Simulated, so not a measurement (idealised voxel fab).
voxel tone inversion: a process module
We display cut, a cross-section 290 nm in width whose square cells are each 5 nm.
Each cross-section below is a grid of square cells, stated as bands in top-down order, with one or more rows of cells making up each band.
It is stipulated that each band's entry specify, in nanometres, the height of the top of the band and then that of its bottom, followed by the materials of the band in left-to-right sequence, each together with its width in nanometres. A single material marked by the word "everywhere" is understood to fill the band from edge to edge; the word "empty" is understood to denote empty space.
Heights are expressed relative to 0, this being the level below which the as-received wafer comprises one material exclusively. The lowest band is unbounded in the downward direction and is denoted as in "0 -> down".
Width spec "30 to 40" -> top row of cells at first value, bottom row at second value, equal per-row change in between.
Any step labelled "nothing got changed" changed none of the cells in the cross-section.
So "Trapped cavities" is basically the list of trapped voids: any empty space of 8 cells or more that can't reach the top through an opening. They're written width x height at distance, the distance being from the left edge, and it's all nm.
On a step's line, text after the settings is the simulator commenting on that step.
The "overlay nm" setting may appear on a step's line; for a step that uses a mask, it gives how far to the right of its planned position the mask lay, and a negative value indicates the left.

## Below is the list of planned process steps
1: RECEIVE [material Si]
2: CONFORMAL_DEP [material SiCN] [thk nm 10]
3: DIRECTIONAL_DEP [material polySi] [thk nm 15]
4: PATTERN [tone cover] [mask id POSTS] [material resist] [width nm 25] [pitch nm 45] [thk nm 25] [overlay nm 0]
5: DIRECTIONAL_ETCH [etch materials polySi] [depth nm 15]
6: STRIP [etch materials resist]
7: FILL_DEP [material lowk] [thk nm 5]
8: CMP [height nm 25]
9: STRIP [etch materials polySi]

## First of the two wafers, run per plan

## Cross-section of the wafer upon arrival, representing the state reached after step 1
	0 -> down = Si everywhere
	Trapped cavities: none

## Cross-section through the wafer, step 2 finished
	10 -> 0 = SiCN everywhere
	Under the height 0 nothing was changed.

## Cross-section through the wafer, step 3 finished
	25 -> 10 = polySi everywhere
	Under the height 10 nothing was changed.

## Cross-section through the wafer, step 4 finished
	50 -> 25 = empty 65, resist 25, empty 20, resist 25, empty 20, resist 25, empty 20, resist 25, empty 65
	Under the height 25 nothing was changed.

## Cross-section through the wafer, step 5 finished
	50 -> 25 = empty 65, resist 25, empty 20, resist 25, empty 20, resist 25, empty 20, resist 25, empty 65
	25 -> 10 = empty 65, polySi 25, empty 20, polySi 25, empty 20, polySi 25, empty 20, polySi 25, empty 65
	Under the height 10 nothing was changed.

## Cross-section through the wafer, step 6 finished
	25 -> 10 = empty 65, polySi 25, empty 20, polySi 25, empty 20, polySi 25, empty 20, polySi 25, empty 65
	Under the height 10 nothing was changed.

## Cross-section through the wafer, step 7 finished
	30 -> 25 = lowk everywhere
	25 -> 10 = lowk 65, polySi 25, lowk 20, polySi 25, lowk 20, polySi 25, lowk 20, polySi 25, lowk 65
	Under the height 10 nothing was changed.

## Cross-section through the wafer, step 8 finished
	25 -> 10 = lowk 65, polySi 25, lowk 20, polySi 25, lowk 20, polySi 25, lowk 20, polySi 25, lowk 65
	Under the height 10 nothing was changed.

## Cross-section through the wafer, step 9 finished
	25 -> 10 = lowk 65, empty 25, lowk 20, empty 25, lowk 20, empty 25, lowk 20, empty 25, lowk 65
	Under the height 10 nothing was changed.

## Second wafer, same starting state and plan as the first, one mistake in the run, identical through step 3

## when step 4 should have ended
	50 -> 25 = empty 70, resist 20, empty 25, resist 20, empty 25, resist 20, empty 25, resist 20, empty 65
	Under the height 25 nothing was changed.

## when step 5 should have ended
	50 -> 25 = empty 70, resist 20, empty 25, resist 20, empty 25, resist 20, empty 25, resist 20, empty 65
	25 -> 10 = empty 70, polySi 20, empty 25, polySi 20, empty 25, polySi 20, empty 25, polySi 20, empty 65
	Under the height 10 nothing was changed.

## when step 6 should have ended
	25 -> 10 = empty 70, polySi 20, empty 25, polySi 20, empty 25, polySi 20, empty 25, polySi 20, empty 65
	Under the height 10 nothing was changed.

## when step 7 should have ended
	30 -> 25 = lowk everywhere
	25 -> 10 = lowk 70, polySi 20, lowk 25, polySi 20, lowk 25, polySi 20, lowk 25, polySi 20, lowk 65
	Under the height 10 nothing was changed.

## when step 8 should have ended
	25 -> 10 = lowk 70, polySi 20, lowk 25, polySi 20, lowk 25, polySi 20, lowk 25, polySi 20, lowk 65
	Under the height 10 nothing was changed.

## when step 9 should have ended
	25 -> 10 = lowk 70, empty 20, lowk 25, empty 20, lowk 25, empty 20, lowk 25, empty 20, lowk 65
	Under the height 10 nothing was changed.
Heads up, the wafer didn't run the way we planned it: step 4 was processed under conditions differing from the plan, specifically as PATTERN [tone cover] [mask id POSTS] [material resist] [width nm 20] [pitch nm 45] [thk nm 25] [overlay nm 0]
Final cells, second wafer relative to first, materials higher or lower: lowk: 12 more
